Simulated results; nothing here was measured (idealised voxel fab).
The process module presented herein is designated voxel transistor to metal.
The cross-section on display is named cut; it measures 280 nm wide, and its cells are 5 nm squares.
Cross-section = grid of square cells, listed top down in bands; band = one or more rows.
This entry defines a band. It first specifies the height of the band's top and the height of its bottom in nm, and then specifies the band's materials from left to right, stating each material with its width in nm. The word "full width" identifies a single material that fills the band from edge to edge, while the word "empty" identifies empty space.
Heights are reckoned from 0. Under this level, the received wafer is all of one material. The bottommost band is open-ended downward, for example "0 -> down".
Width spec "30..40" -> top row of cells at first value, bottom row at second value, equal per-row change in between.
A step reported as "everything unchanged" is a step in which no cell of the cross-section changed.
Closed-off voids of 8+ cells (no open route to the top) go in "Enclosed empty spaces", written width x height at distance from the left edge, in nm.
Whatever follows a step's settings on its line is a remark the simulator itself makes about that step.
Each step line may optionally specify "overlay nm", which for a step with a mask gives the rightward distance between the mask's planned place and where it lay, a negative value indicating the leftward direction.

-- Below is the list of planned process steps
1: op RECEIVE | material Si
2: op OXIDIZE | depth nm 5
3: op CONFORMAL_DEP | material SiN | thk nm 10
4: op MASKED_ETCH | tone cover | mask id ACTIVE | width nm 105 | pitch nm 125 | etch materials SiN | depth nm 10 | overlay nm 0
5: op MASKED_ETCH | tone cover | mask id ACTIVE | width nm 105 | pitch nm 125 | etch materials SiO2 | depth nm 5 | overlay nm 0
6: op MASKED_ETCH | tone cover | mask id ACTIVE | width nm 105 | pitch nm 125 | etch materials Si | depth nm 35 | overlay nm 0
7: op FILL_DEP | material SiO2 | thk nm 5
8: op CMP | height nm 10
9: op SELECTIVE_ETCH | etch materials SiO2 | depth nm 10
10: op STRIP | etch materials SiN
11: op SELECTIVE_ETCH | etch materials SiO2 | depth nm 5
12: op OXIDIZE | depth nm 5
13: op DIRECTIONAL_DEP | material polySi | thk nm 20
14: op DIRECTIONAL_DEP | material SiCN | thk nm 15
15: op PATTERN | tone cover | mask id GATE | material resist | width nm 25 | pitch nm 125 | thk nm 15 | overlay nm 0
16: op DIRECTIONAL_ETCH | etch materials SiCN | depth nm 25
17: op DIRECTIONAL_ETCH | etch materials polySi | depth nm 30
18: op STRIP | etch materials resist
19: op CONFORMAL_DEP | material SiO2 | thk nm 5
20: op DIRECTIONAL_ETCH | etch materials SiO2 | depth nm 5
21: op CONFORMAL_DEP | material SiN | thk nm 5
22: op DIRECTIONAL_ETCH | etch materials SiN | depth nm 5
23: op DIRECTIONAL_ETCH | etch materials SiO2 | depth nm 5
24: op DIRECTIONAL_ETCH | etch materials Si | depth nm 10
25: op EPI | material SiGe | thk nm 10
26: op FILL_DEP | material SiO2 | thk nm 5
27: op CMP | height nm 30
28: op DIRECTIONAL_DEP | material SiO2 | thk nm 10
29: op MASKED_ETCH | tone open | mask id CONTACT | width nm 20 | etch materials SiO2 | depth nm 50 | overlay nm 0
30: op CONFORMAL_DEP | material TiN | thk nm 5
31: op FILL_DEP | material W | thk nm 5
32: op CMP | height nm 40
33: op CONFORMAL_DEP | material SiN | thk nm 5
34: op DIRECTIONAL_DEP | material lowk | thk nm 15
35: op PATTERN | tone open | mask id METAL_1 | material resist | width nm 20 | thk nm 15 | overlay nm 0
36: op DIRECTIONAL_ETCH | etch materials lowk | depth nm 15
37: op DIRECTIONAL_ETCH | etch materials SiN | depth nm 5
38: op STRIP | etch materials resist
39: op CONFORMAL_DEP | material TiN | thk nm 5
40: op FILL_DEP | material Cu | thk nm 5
41: op CMP | height nm 60
42: op CONFORMAL_DEP | material SiCN | thk nm 5
43: op DIRECTIONAL_DEP | material SiO2 | thk nm 30
44: op MASKED_ETCH | tone open | mask id METAL_2_HOLES | width nm 15 | pitch nm 125 | etch materials SiO2 | depth nm 30 | overlay nm 0
45: op MASKED_ETCH | tone open | mask id METAL_2 | width nm 20 | pitch nm 125 | etch materials SiO2 | depth nm 15 | overlay nm 0
46: op MASKED_ETCH | tone open | mask id METAL_2 | width nm 20 | pitch nm 125 | etch materials SiCN | depth nm 5 | overlay nm 0
47: op CONFORMAL_DEP | material TiN | thk nm 5
48: op FILL_DEP | material Cu | thk nm 5
49: op CMP | height nm 95
50: op CONFORMAL_DEP | material SiCN | thk nm 5

-- Delivered wafer in cross-section: state after step 1
- 0 -> down: Si full width
- Enclosed empty spaces: none

-- Run as planned - first of the two wafers cross-sectioned at the end of the module
- 100 -> 95: SiCN full width
- 95 -> 85: 30 nm SiO2; 5 nm TiN; 10 nm Cu; 5 nm TiN; 105 nm SiO2; 5 nm TiN; 10 nm Cu; 5 nm TiN; 105 nm SiO2
- 85 -> 80: 30 nm SiO2; 5 nm TiN; 5 nm Cu; 10 nm TiN; 105 nm SiO2; 5 nm TiN; 5 nm Cu; 10 nm TiN; 105 nm SiO2
- 80 -> 65: 30 nm SiO2; 5 nm TiN; 5 nm Cu; 5 nm TiN; 110 nm SiO2; 5 nm TiN; 5 nm Cu; 5 nm TiN; 110 nm SiO2
- 65 -> 60: 30 nm SiCN; 15 nm TiN; 110 nm SiCN; 15 nm TiN; 110 nm SiCN
- 60 -> 45: 30 nm lowk; 5 nm TiN; 10 nm Cu; 5 nm TiN; 55 nm lowk; 5 nm TiN; 10 nm Cu; 5 nm TiN; 30 nm lowk; 5 nm TiN; 10 nm Cu; 5 nm TiN; 55 nm lowk; 5 nm TiN; 10 nm Cu; 5 nm TiN; 30 nm lowk
- 45 -> 40: 30 nm SiN; 20 nm TiN; 55 nm SiN; 20 nm TiN; 30 nm SiN; 20 nm TiN; 55 nm SiN; 20 nm TiN; 30 nm SiN
- 40 -> 30: 30 nm SiO2; 5 nm TiN; 10 nm W; 5 nm TiN; 55 nm SiO2; 5 nm TiN; 10 nm W; 5 nm TiN; 30 nm SiO2; 5 nm TiN; 10 nm W; 5 nm TiN; 55 nm SiO2; 5 nm TiN; 10 nm W; 5 nm TiN; 30 nm SiO2
- 30 -> 15: 30 nm SiO2; 5 nm TiN; 10 nm W; 5 nm TiN; 5 nm SiO2; 5 nm SiN; 5 nm SiO2; 25 nm SiCN; 5 nm SiO2; 5 nm SiN; 5 nm SiO2; 5 nm TiN; 10 nm W; 5 nm TiN; 30 nm SiO2; 5 nm TiN; 10 nm W; 5 nm TiN; 5 nm SiO2; 5 nm SiN; 5 nm SiO2; 25 nm SiCN; 5 nm SiO2; 5 nm SiN; 5 nm SiO2; 5 nm TiN; 10 nm W; 5 nm TiN; 30 nm SiO2
- 15 -> 5: 30 nm SiO2; 5 nm TiN; 10 nm W; 5 nm TiN; 5 nm SiO2; 5 nm SiN; 5 nm SiO2; 25 nm polySi; 5 nm SiO2; 5 nm SiN; 5 nm SiO2; 5 nm TiN; 10 nm W; 5 nm TiN; 30 nm SiO2; 5 nm TiN; 10 nm W; 5 nm TiN; 5 nm SiO2; 5 nm SiN; 5 nm SiO2; 25 nm polySi; 5 nm SiO2; 5 nm SiN; 5 nm SiO2; 5 nm TiN; 10 nm W; 5 nm TiN; 30 nm SiO2
- 5 -> 0: 30 nm SiO2; 5 nm TiN; 5 nm W; 10 nm TiN; 5 nm SiO2; 5 nm SiN; 5 nm SiO2; 25 nm polySi; 5 nm SiO2; 5 nm SiN; 5 nm SiO2; 10 nm TiN; 5 nm W; 5 nm TiN; 30 nm SiO2; 5 nm TiN; 5 nm W; 10 nm TiN; 5 nm SiO2; 5 nm SiN; 5 nm SiO2; 25 nm polySi; 5 nm SiO2; 5 nm SiN; 5 nm SiO2; 10 nm TiN; 5 nm W; 5 nm TiN; 30 nm SiO2
- 0 -> -5: 30 nm SiO2; 5 nm TiN; 5 nm W; 5 nm TiN; 10 nm SiGe; 5 nm SiN; 5 nm SiO2; 25 nm polySi; 5 nm SiO2; 5 nm SiN; 10 nm SiGe; 5 nm TiN; 5 nm W; 5 nm TiN; 30 nm SiO2; 5 nm TiN; 5 nm W; 5 nm TiN; 10 nm SiGe; 5 nm SiN; 5 nm SiO2; 25 nm polySi; 5 nm SiO2; 5 nm SiN; 10 nm SiGe; 5 nm TiN; 5 nm W; 5 nm TiN; 30 nm SiO2
- -5 -> -10: 30 nm SiO2; 15 nm TiN; 10 nm SiGe; 45 nm SiO2; 10 nm SiGe; 15 nm TiN; 30 nm SiO2; 15 nm TiN; 10 nm SiGe; 45 nm SiO2; 10 nm SiGe; 15 nm TiN; 30 nm SiO2
- -10 -> -20: 25 nm SiO2; 30 nm SiGe; 45 nm Si; 30 nm SiGe; 20 nm SiO2; 30 nm SiGe; 45 nm Si; 30 nm SiGe; 25 nm SiO2
- -20 -> -40: 25 nm SiO2; 105 nm Si; 20 nm SiO2; 105 nm Si; 25 nm SiO2
- -40 -> down: Si full width
- Enclosed empty spaces: none

-- Cross-section, wafer two of two, end of module: same start and plan as wafer one, one error in execution
- 100 -> 95: SiCN full width
- 95 -> 85: 30 nm SiO2; 5 nm TiN; 10 nm Cu; 5 nm TiN; 105 nm SiO2; 5 nm TiN; 10 nm Cu; 5 nm TiN; 105 nm SiO2
- 85 -> 80: 30 nm SiO2; 5 nm TiN; 5 nm Cu; 10 nm TiN; 105 nm SiO2; 5 nm TiN; 5 nm Cu; 10 nm TiN; 105 nm SiO2
- 80 -> 65: 30 nm SiO2; 5 nm TiN; 5 nm Cu; 5 nm TiN; 110 nm SiO2; 5 nm TiN; 5 nm Cu; 5 nm TiN; 110 nm SiO2
- 65 -> 60: 30 nm SiCN; 15 nm TiN; 110 nm SiCN; 15 nm TiN; 110 nm SiCN
- 60 -> 45: 30 nm lowk; 5 nm TiN; 10 nm Cu; 5 nm TiN; 55 nm lowk; 5 nm TiN; 10 nm Cu; 5 nm TiN; 30 nm lowk; 5 nm TiN; 10 nm Cu; 5 nm TiN; 55 nm lowk; 5 nm TiN; 10 nm Cu; 5 nm TiN; 30 nm lowk
- 45 -> 40: 30 nm SiN; 20 nm TiN; 55 nm SiN; 20 nm TiN; 30 nm SiN; 20 nm TiN; 55 nm SiN; 20 nm TiN; 30 nm SiN
- 40 -> 30: 30 nm SiO2; 5 nm TiN; 10 nm W; 5 nm TiN; 55 nm SiO2; 5 nm TiN; 10 nm W; 5 nm TiN; 30 nm SiO2; 5 nm TiN; 10 nm W; 5 nm TiN; 55 nm SiO2; 5 nm TiN; 10 nm W; 5 nm TiN; 30 nm SiO2
- 30 -> 15: 30 nm SiO2; 5 nm TiN; 10 nm W; 5 nm TiN; 5 nm SiO2; 5 nm SiN; 5 nm SiO2; 30 nm SiCN; 5 nm SiO2; 5 nm SiN; 5 nm TiN; 10 nm W; 5 nm TiN; 30 nm SiO2; 5 nm TiN; 10 nm W; 5 nm TiN; 5 nm SiO2; 5 nm SiN; 5 nm SiO2; 30 nm SiCN; 5 nm SiO2; 5 nm SiN; 5 nm TiN; 10 nm W; 5 nm TiN; 30 nm SiO2
- 15 -> 5: 30 nm SiO2; 5 nm TiN; 10 nm W; 5 nm TiN; 5 nm SiO2; 5 nm SiN; 5 nm SiO2; 30 nm polySi; 5 nm SiO2; 5 nm SiN; 5 nm TiN; 10 nm W; 5 nm TiN; 30 nm SiO2; 5 nm TiN; 10 nm W; 5 nm TiN; 5 nm SiO2; 5 nm SiN; 5 nm SiO2; 30 nm polySi; 5 nm SiO2; 5 nm SiN; 5 nm TiN; 10 nm W; 5 nm TiN; 30 nm SiO2
- 5 -> 0: 30 nm SiO2; 5 nm TiN; 5 nm W; 10 nm TiN; 5 nm SiO2; 5 nm SiN; 5 nm SiO2; 30 nm polySi; 5 nm SiO2; 5 nm SiN; 20 nm TiN; 30 nm SiO2; 5 nm TiN; 5 nm W; 10 nm TiN; 5 nm SiO2; 5 nm SiN; 5 nm SiO2; 30 nm polySi; 5 nm SiO2; 5 nm SiN; 20 nm TiN; 30 nm SiO2
- 0 -> -5: 30 nm SiO2; 5 nm TiN; 5 nm W; 5 nm TiN; 10 nm SiGe; 5 nm SiN; 5 nm SiO2; 30 nm polySi; 5 nm SiO2; 5 nm SiN; 10 nm SiGe; 10 nm TiN; 30 nm SiO2; 5 nm TiN; 5 nm W; 5 nm TiN; 10 nm SiGe; 5 nm SiN; 5 nm SiO2; 30 nm polySi; 5 nm SiO2; 5 nm SiN; 10 nm SiGe; 10 nm TiN; 30 nm SiO2
- -5 -> -10: 30 nm SiO2; 15 nm TiN; 10 nm SiGe; 50 nm SiO2; 10 nm SiGe; 10 nm TiN; 30 nm SiO2; 15 nm TiN; 10 nm SiGe; 50 nm SiO2; 10 nm SiGe; 10 nm TiN; 30 nm SiO2
- -10 -> -20: 25 nm SiO2; 30 nm SiGe; 50 nm Si; 25 nm SiGe; 20 nm SiO2; 30 nm SiGe; 50 nm Si; 25 nm SiGe; 25 nm SiO2
- -20 -> -40: 25 nm SiO2; 105 nm Si; 20 nm SiO2; 105 nm Si; 25 nm SiO2
- -40 -> down: Si full width
- Enclosed empty spaces: none
Heads up, the wafer didn't run the way we planned it: heads up, step 15 didn't go per plan, it actually ran as op PATTERN | tone cover | mask id GATE | material resist | width nm 30 | pitch nm 125 | thk nm 15 | overlay nm 0
at the end the second wafer has, in cells: Si +4 | SiCN +6 | SiGe -4 | SiO2 -10 | W -4 | polySi +8
